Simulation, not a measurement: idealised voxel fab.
The document below concerns the process module designated voxel self aligned vias.
The width of the displayed cross-section, cut, is 245 nm; its cells are square, with a size of 5 nm.
A cross-section is written here as square cells arranged in a grid, and it is given in bands from the top down, each band taking up one or more rows of cells.
Band: top and bottom heights (nm) first, top before bottom; then materials from left to right, widths in nm. "everywhere" marks a sole material filling the band edge to edge. "air" denotes empty space.
Where do heights start? At 0: under that level the wafer as delivered is made of one material only. And the lowest band has no floor; it just carries on downward, as in "z 0 and below".
Think of "30->40" as a width that walks from the first number to the second as you go down the band, top row to bottom row, taking equal-sized steps from row to row.
Step note "no alteration" = no cross-section cell changed.
Voids not open to the top, 8 cells minimum: see "Listed closed voids". Written width x height at distance; distance is from the left edge; nm.
Anything after a step's settings on that line? It's the simulator's own note about the step.
Each step line may optionally specify "overlay nm", which for a step with a mask gives the rightward distance between the mask's planned place and where it lay, a negative value indicating the leftward direction.

### Here's what the planned process steps look like
1. RECEIVE (material Si)
2. CONFORMAL_DEP (material SiO2; thk nm 10)
3. CONFORMAL_DEP (material SiCN; thk nm 5)
4. DIRECTIONAL_DEP (material lowk; thk nm 25)
5. MASKED_ETCH (tone open; mask id LINES; width nm 25; pitch nm 60; etch materials lowk; depth nm 25; overlay nm 0)
6. CONFORMAL_DEP (material TiN; thk nm 5)
7. FILL_DEP (material W; thk nm 5)
8. CMP (height nm 40)
9. SELECTIVE_ETCH (etch materials W Ru TiN; depth nm 10)
10. FILL_DEP (material SiN; thk nm 5)
11. CMP (height nm 40)
12. DIRECTIONAL_DEP (material lowk; thk nm 20)
13. PATTERN (tone open; mask id VIAS; material resist; width nm 45; pitch nm 60; thk nm 20; overlay nm 0)
14. DIRECTIONAL_ETCH (etch materials lowk; depth nm 20)
15. DIRECTIONAL_ETCH (etch materials SiN; depth nm 10)
16. STRIP (etch materials resist)
17. CONFORMAL_DEP (material TiN; thk nm 5)
18. FILL_DEP (material Ru; thk nm 5)
19. CMP (height nm 60)
20. CONFORMAL_DEP (material SiN; thk nm 5)

### Received-state cross-section, reflecting completion of step 1
	z 0 and below = Si everywhere
	Listed closed voids: none

### One mistake in running the module, otherwise start and plan as above: cross-section at the end
	z 65 to 60 = SiN everywhere
	z 60 to 45 = lowk 70 nm; TiN 5 nm; Ru 35 nm; TiN 5 nm; lowk 15 nm; TiN 5 nm; Ru 35 nm; TiN 5 nm; lowk 70 nm
	z 45 to 40 = lowk 70 nm; TiN 45 nm; lowk 15 nm; TiN 45 nm; lowk 70 nm
	z 40 to 35 = SiCN everywhere
	z 35 to 10 = lowk everywhere
	z 10 to 0 = SiO2 everywhere
	z 0 and below = Si everywhere
	Listed closed voids: none
So what did we get wrong on this run? contrary to the plan, steps 3 and 4 were processed in exchanged order
